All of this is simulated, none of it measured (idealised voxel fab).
process module | voxel plated lines
cross-section cut | 260 nm wide | cells 5 nm
A cross-section is a grid of square cells, given in bands from the top down. A band is one or more rows of cells.
Each band's line starts with the height of the band's top and of its bottom, in nm. Then come its materials from left to right, each with its width in nm. One material with "throughout" fills the band from edge to edge. "air" is empty space.
Height 0 is the level under which the wafer as received is all one material. The lowest band goes on downwards, as in "0 down".
A width such as "30 to 40" changes by the same amount from each row of cells to the next, from the band's top row to its bottom row.
"no change" after a step means that no cell of the cross-section changed.
closed voids: empty space of 8 cells or more with no open way to the top, each as width x height at its distance from the left edge, in nm
after a step's settings: what the simulator itself notes on the step
overlay nm, on a step with a mask: how far to the right of its planned place the mask lay; to the left if negative
plan
1 op RECEIVE | material Si
2 op CONFORMAL_DEP | material Al2O3 | thk nm 10
3 op DIRECTIONAL_DEP | material TiN | thk nm 5
4 op PATTERN | tone open | mask id LINES | material resist | width nm 20 | pitch nm 40 | thk nm 35 | overlay nm 0
5 op EPI | material Ru | thk nm 10
6 op EPI | material Ru | thk nm 5
7 op EPI | material Ru | thk nm 10
8 op STRIP | etch materials resist
9 op DIRECTIONAL_ETCH | etch materials TiN | depth nm 5
10 op CONFORMAL_DEP | material SiO2 | thk nm 10
as received, after step 1
  0 down: Si throughout
  closed voids: none
a wafer at the end: this start, this plan, one mistake
  25 to 10: SiO2 throughout
  10 to 0: Al2O3 throughout
  0 down: Si throughout
  closed voids: none
what went wrong: step 3 ran as: op DIRECTIONAL_DEP | material SiO2 | thk nm 5
